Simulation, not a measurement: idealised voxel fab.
process module | voxel transistor to metal
cross-section cut | 170 nm wide | cells 5 nm
A cross-section is a grid of square cells, given in bands from the top down. A band is one or more rows of cells.
Each band's line starts with the height of the band's top and of its bottom, in nm. Then come its materials from left to right, each with its width in nm. One material with "throughout" fills the band from edge to edge. "air" is empty space.
Height 0 is the level under which the wafer as received is all one material. The lowest band goes on downwards, as in "0 down".
A width such as "30 to 40" changes by the same amount from each row of cells to the next, from the band's top row to its bottom row.
"no change" after a step means that no cell of the cross-section changed.
closed voids: empty space of 8 cells or more with no open way to the top, each as width x height at its distance from the left edge, in nm
after a step's settings: what the simulator itself notes on the step
overlay nm, on a step with a mask: how far to the right of its planned place the mask lay; to the left if negative
plan
1 op RECEIVE | material Si
2 op OXIDIZE | depth nm 5
3 op CONFORMAL_DEP | material SiN | thk nm 10
4 op DIRECTIONAL_DEP | material aC | thk nm 10
5 op PATTERN | tone cover | mask id ACTIVE | material resist | width nm 105 | thk nm 25 | overlay nm 0
6 op DIRECTIONAL_ETCH | etch materials aC | depth nm 10
7 op STRIP | etch materials resist
8 op DIRECTIONAL_ETCH | etch materials SiN | depth nm 10
9 op DIRECTIONAL_ETCH | etch materials SiO2 | depth nm 5
10 op DIRECTIONAL_ETCH | etch materials Si | depth nm 30
11 op STRIP | etch materials aC
12 op FILL_DEP | material SiO2 | thk nm 10
13 op CMP | height nm 10
14 op SELECTIVE_ETCH | etch materials SiO2 | depth nm 10
15 op STRIP | etch materials SiN
16 op SELECTIVE_ETCH | etch materials SiO2 | depth nm 5
17 op OXIDIZE | depth nm 5
18 op DIRECTIONAL_DEP | material polySi | thk nm 30
19 op DIRECTIONAL_DEP | material SiCN | thk nm 15
20 op DIRECTIONAL_DEP | material aC | thk nm 10
21 op PATTERN | tone cover | mask id GATE | material resist | width nm 25 | thk nm 25 | overlay nm 0
22 op DIRECTIONAL_ETCH | etch materials aC | depth nm 10
23 op STRIP | etch materials resist
24 op DIRECTIONAL_ETCH | etch materials SiCN | depth nm 25
25 op DIRECTIONAL_ETCH | etch materials polySi | depth nm 40
26 op STRIP | etch materials aC
27 op CONFORMAL_DEP | material SiN | thk nm 10
28 op DIRECTIONAL_ETCH | etch materials SiN | depth nm 10
29 op DIRECTIONAL_ETCH | etch materials SiO2 | depth nm 5
30 op DIRECTIONAL_ETCH | etch materials Si | depth nm 5
31 op EPI | material nSi | thk nm 5
32 op FILL_DEP | material SiO2 | thk nm 5
33 op CMP | height nm 25
34 op STRIP | etch materials polySi
35 op SELECTIVE_ETCH | etch materials SiO2 | depth nm 5
36 op CONFORMAL_DEP | material HfO2 | thk nm 5
37 op CONFORMAL_DEP | material TiN | thk nm 5
38 op FILL_DEP | material W | thk nm 5
39 op CMP | height nm 20
40 op DIRECTIONAL_DEP | material SiO2 | thk nm 10
41 op MASKED_ETCH | tone open | mask id CONTACT | width nm 20 | pitch nm 75 | etch materials SiO2 | depth nm 40 | overlay nm 0
42 op CONFORMAL_DEP | material TiN | thk nm 5
43 op FILL_DEP | material Ru | thk nm 10
44 op CMP | height nm 30
45 op CONFORMAL_DEP | material SiCN | thk nm 5
46 op DIRECTIONAL_DEP | material SiO2 | thk nm 25
47 op DIRECTIONAL_DEP | material aC | thk nm 10
48 op PATTERN | tone open | mask id METAL_1 | material resist | width nm 20 | pitch nm 75 | thk nm 30 | overlay nm 0
49 op DIRECTIONAL_ETCH | etch materials aC | depth nm 10
50 op STRIP | etch materials resist
51 op DIRECTIONAL_ETCH | etch materials SiO2 | depth nm 25
52 op DIRECTIONAL_ETCH | etch materials SiCN | depth nm 5
53 op STRIP | etch materials aC
54 op CONFORMAL_DEP | material TiN | thk nm 5
55 op FILL_DEP | material Cu | thk nm 5
56 op CMP | height nm 60
57 op CONFORMAL_DEP | material SiN | thk nm 5
as received, after step 1
  0 down: Si throughout
  closed voids: none
a wafer at the end: this start, this plan, one mistake
  65 to 60: SiN throughout
  60 to 35: SiO2 35 | TiN 5 | Cu 10 | TiN 5 | SiO2 55 | TiN 5 | Cu 10 | TiN 5 | SiO2 40
  35 to 30: SiCN 35 | TiN 20 | SiCN 55 | TiN 20 | SiCN 40
  30 to 20: SiO2 35 | TiN 5 | Ru 10 | TiN 5 | SiO2 55 | TiN 5 | Ru 10 | TiN 5 | SiO2 40
  20 to 0: SiO2 35 | TiN 5 | Ru 10 | TiN 5 | SiO2 5 | SiN 10 | HfO2 5 | TiN 5 | W 5 | TiN 5 | HfO2 5 | SiN 10 | SiO2 5 | TiN 5 | Ru 10 | TiN 5 | SiO2 40
  0 to -5: SiO2 35 | TiN 5 | Ru 10 | TiN 5 | SiO2 5 | SiN 10 | HfO2 5 | TiN 15 | HfO2 5 | SiN 10 | SiO2 5 | TiN 5 | Ru 10 | TiN 5 | SiO2 40
  -5 to -10: SiO2 35 | TiN 20 | nSi 5 | SiO2 5 | HfO2 35 | SiO2 5 | nSi 5 | TiN 20 | SiO2 40
  -10 to -15: SiO2 30 | nSi 30 | Si 45 | nSi 30 | SiO2 35
  -15 to -45: SiO2 30 | Si 105 | SiO2 35
  -45 down: Si throughout
  closed voids: none
what went wrong: step 10 ran as: op DIRECTIONAL_ETCH | etch materials Si | depth nm 40
